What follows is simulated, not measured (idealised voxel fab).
process module | voxel capacitor over wiring
cross-section cut | 240 nm wide | cells 5 nm
A cross-section is a grid of square cells, given in bands from the top down. A band is one or more rows of cells.
Each band's line starts with the height of the band's top and of its bottom, in nm. Then come its materials from left to right, each with its width in nm. One material with "throughout" fills the band from edge to edge. "air" is empty space.
Height 0 is the level under which the wafer as received is all one material. The lowest band goes on downwards, as in "0 down".
A width such as "30 to 40" changes by the same amount from each row of cells to the next, from the band's top row to its bottom row.
"no change" after a step means that no cell of the cross-section changed.
closed voids: empty space of 8 cells or more with no open way to the top, each as width x height at its distance from the left edge, in nm
after a step's settings: what the simulator itself notes on the step
overlay nm, on a step with a mask: how far to the right of its planned place the mask lay; to the left if negative
plan
1 op RECEIVE | material Si
2 op CONFORMAL_DEP | material SiO2 | thk nm 15
3 op DIRECTIONAL_DEP | material TiN | thk nm 5
4 op DIRECTIONAL_DEP | material W | thk nm 15
5 op MASKED_ETCH | tone cover | mask id METAL_1 | width nm 30 | pitch nm 90 | etch materials W | depth nm 15 | overlay nm 0
6 op MASKED_ETCH | tone cover | mask id METAL_1 | width nm 30 | pitch nm 90 | etch materials TiN | depth nm 5 | overlay nm 0
7 op FILL_DEP | material SiO2 | thk nm 5
8 op CMP | height nm 35
9 op CONFORMAL_DEP | material SiCN | thk nm 5
10 op DIRECTIONAL_DEP | material SiO2 | thk nm 20
11 op DIRECTIONAL_DEP | material aC | thk nm 10
12 op PATTERN | tone open | mask id PLUG_1 | material resist | width nm 15 | thk nm 30 | overlay nm 0
13 op DIRECTIONAL_ETCH | etch materials aC | depth nm 10
14 op STRIP | etch materials resist
15 op DIRECTIONAL_ETCH | etch materials SiO2 | depth nm 20
16 op DIRECTIONAL_ETCH | etch materials SiCN | depth nm 5
17 op STRIP | etch materials aC
18 op EPI | material Ru | thk nm 10
19 op EPI | material Ru | thk nm 10
20 op EPI | material Ru | thk nm 5
21 op DIRECTIONAL_DEP | material TiN | thk nm 5
22 op DIRECTIONAL_DEP | material SiN | thk nm 5
23 op DIRECTIONAL_DEP | material TiN | thk nm 5
24 op MASKED_ETCH | tone cover | mask id UPPER_PLATE | width nm 65 | etch materials TiN | depth nm 5 | overlay nm 0
25 op MASKED_ETCH | tone cover | mask id UPPER_PLATE | width nm 65 | etch materials SiN | depth nm 5 | overlay nm 0
26 op MASKED_ETCH | tone cover | mask id LOWER_PLATE | width nm 75 | etch materials TiN | depth nm 5 | overlay nm 0
27 op FILL_DEP | material SiO2 | thk nm 20
28 op CMP | height nm 90
29 op DIRECTIONAL_DEP | material aC | thk nm 10
30 op PATTERN | tone open | mask id PLUG_2 | material resist | width nm 15 | thk nm 30 | overlay nm 0
31 op DIRECTIONAL_ETCH | etch materials aC | depth nm 10
32 op STRIP | etch materials resist
33 op DIRECTIONAL_ETCH | etch materials SiO2 | depth nm 15
34 op STRIP | etch materials aC
35 op CONFORMAL_DEP | material TiN | thk nm 5
36 op FILL_DEP | material W | thk nm 5
37 op CMP | height nm 90
38 op CONFORMAL_DEP | material SiCN | thk nm 5
first wafer, as planned
as received, after step 1
  0 down: Si throughout
  closed voids: none
after step 2
  15 to 0: SiO2 throughout
  below 0: unchanged
after step 3
  20 to 15: TiN throughout
  below 15: unchanged
after step 4
  35 to 20: W throughout
  below 20: unchanged
after step 5
  35 to 20: air 60 | W 30 | air 60 | W 30 | air 60
  below 20: unchanged
after step 6
  35 to 20: air 60 | W 30 | air 60 | W 30 | air 60
  20 to 15: air 60 | TiN 30 | air 60 | TiN 30 | air 60
  below 15: unchanged
after step 7
  40 to 35: SiO2 throughout
  35 to 20: SiO2 60 | W 30 | SiO2 60 | W 30 | SiO2 60
  20 to 15: SiO2 60 | TiN 30 | SiO2 60 | TiN 30 | SiO2 60
  below 15: unchanged
after step 8
  35 to 20: SiO2 60 | W 30 | SiO2 60 | W 30 | SiO2 60
  below 20: unchanged
after step 9
  40 to 35: SiCN throughout
  below 35: unchanged
after step 10
  60 to 40: SiO2 throughout
  below 40: unchanged
after step 11
  70 to 60: aC throughout
  below 60: unchanged
after step 12
  100 to 70: resist 75 | air 15 | resist 150
  below 70: unchanged
after step 13
  90 to 70: resist 75 | air 15 | resist 150
  70 to 60: aC 75 | air 15 | aC 150
  below 60: unchanged
after step 14
  70 to 60: aC 75 | air 15 | aC 150
  below 60: unchanged
after step 15
  70 to 60: aC 75 | air 15 | aC 150
  60 to 40: SiO2 75 | air 15 | SiO2 150
  below 40: unchanged
after step 16
  70 to 60: aC 75 | air 15 | aC 150
  60 to 40: SiO2 75 | air 15 | SiO2 150
  40 to 35: SiCN 75 | air 15 | SiCN 150
  below 35: unchanged
after step 17
  60 to 40: SiO2 75 | air 15 | SiO2 150
  below 40: unchanged
after step 18
  60 to 45: SiO2 75 | air 15 | SiO2 150
  45 to 40: SiO2 75 | Ru 15 | SiO2 150
  40 to 35: SiCN 75 | Ru 15 | SiCN 150
  below 35: unchanged
after step 19
  60 to 55: SiO2 75 | air 15 | SiO2 150
  55 to 40: SiO2 75 | Ru 15 | SiO2 150
  below 40: unchanged
after step 20
  60 to 40: SiO2 75 | Ru 15 | SiO2 150
  below 40: unchanged
after step 21
  65 to 60: TiN throughout
  below 60: unchanged
after step 22
  70 to 65: SiN throughout
  below 65: unchanged
after step 23
  75 to 70: TiN throughout
  below 70: unchanged
after step 24
  75 to 70: air 75 | TiN 65 | air 100
  below 70: unchanged
after step 25
  75 to 70: air 75 | TiN 65 | air 100
  70 to 65: air 75 | SiN 65 | air 100
  below 65: unchanged
after step 26
  75 to 70: air 75 | TiN 65 | air 100
  70 to 65: air 75 | SiN 65 | air 100
  65 to 60: air 70 | TiN 75 | air 95
  below 60: unchanged
after step 27
  95 to 75: SiO2 throughout
  75 to 70: SiO2 75 | TiN 65 | SiO2 100
  70 to 65: SiO2 75 | SiN 65 | SiO2 100
  65 to 60: SiO2 70 | TiN 75 | SiO2 95
  below 60: unchanged
after step 28
  90 to 75: SiO2 throughout
  below 75: unchanged
after step 29
  100 to 90: aC throughout
  below 90: unchanged
after step 30
  130 to 100: resist 85 | air 15 | resist 140
  below 100: unchanged
after step 31
  120 to 100: resist 85 | air 15 | resist 140
  100 to 90: aC 85 | air 15 | aC 140
  below 90: unchanged
after step 32
  100 to 90: aC 85 | air 15 | aC 140
  below 90: unchanged
after step 33
  100 to 90: aC 85 | air 15 | aC 140
  90 to 75: SiO2 85 | air 15 | SiO2 140
  below 75: unchanged
after step 34
  90 to 75: SiO2 85 | air 15 | SiO2 140
  below 75: unchanged
after step 35
  95 to 90: TiN 90 | air 5 | TiN 145
  90 to 80: SiO2 85 | TiN 5 | air 5 | TiN 5 | SiO2 140
  80 to 70: SiO2 85 to 75 | TiN 15 to 65 | SiO2 140 to 100
  below 70: unchanged
after step 36
  100 to 95: W throughout
  95 to 90: TiN 90 | W 5 | TiN 145
  90 to 80: SiO2 85 | TiN 5 | W 5 | TiN 5 | SiO2 140
  below 80: unchanged
after step 37
  90 to 80: SiO2 85 | TiN 5 | W 5 | TiN 5 | SiO2 140
  below 80: unchanged
after step 38
  95 to 90: SiCN throughout
  below 90: unchanged
second wafer: like start, like plan, one mistake. Through step 21 it matches the first wafer
when step 22 should have ended
  70 to 60: TiN throughout
  below 60: unchanged
when step 23 should have ended
  75 to 70: SiN throughout
  below 70: unchanged
when step 24 should have ended: no change
when step 25 should have ended
  75 to 70: air 75 | SiN 65 | air 100
  below 70: unchanged
when step 26 should have ended
  75 to 70: air 75 | SiN 65 | air 100
  70 to 65: air 70 | TiN 75 | air 95
  below 65: unchanged
when step 27 should have ended
  95 to 75: SiO2 throughout
  75 to 70: SiO2 75 | SiN 65 | SiO2 100
  70 to 65: SiO2 70 | TiN 75 | SiO2 95
  below 65: unchanged
when step 28 should have ended
  90 to 75: SiO2 throughout
  below 75: unchanged
when step 29 should have ended
  100 to 90: aC throughout
  below 90: unchanged
when step 30 should have ended
  130 to 100: resist 85 | air 15 | resist 140
  below 100: unchanged
when step 31 should have ended
  120 to 100: resist 85 | air 15 | resist 140
  100 to 90: aC 85 | air 15 | aC 140
  below 90: unchanged
when step 32 should have ended
  100 to 90: aC 85 | air 15 | aC 140
  below 90: unchanged
when step 33 should have ended
  100 to 90: aC 85 | air 15 | aC 140
  90 to 75: SiO2 85 | air 15 | SiO2 140
  below 75: unchanged
when step 34 should have ended
  90 to 75: SiO2 85 | air 15 | SiO2 140
  below 75: unchanged
when step 35 should have ended
  95 to 90: TiN 90 | air 5 | TiN 145
  90 to 80: SiO2 85 | TiN 5 | air 5 | TiN 5 | SiO2 140
  80 to 75: SiO2 85 | TiN 15 | SiO2 140
  below 75: unchanged
when step 36 should have ended
  100 to 95: W throughout
  95 to 90: TiN 90 | W 5 | TiN 145
  90 to 80: SiO2 85 | TiN 5 | W 5 | TiN 5 | SiO2 140
  below 80: unchanged
when step 37 should have ended
  90 to 80: SiO2 85 | TiN 5 | W 5 | TiN 5 | SiO2 140
  below 80: unchanged
when step 38 should have ended
  95 to 90: SiCN throughout
  below 90: unchanged
what went wrong: steps 22 and 23 were swapped
at the end the second wafer has, in cells: 35 fewer of SiO2 | 35 more of TiN
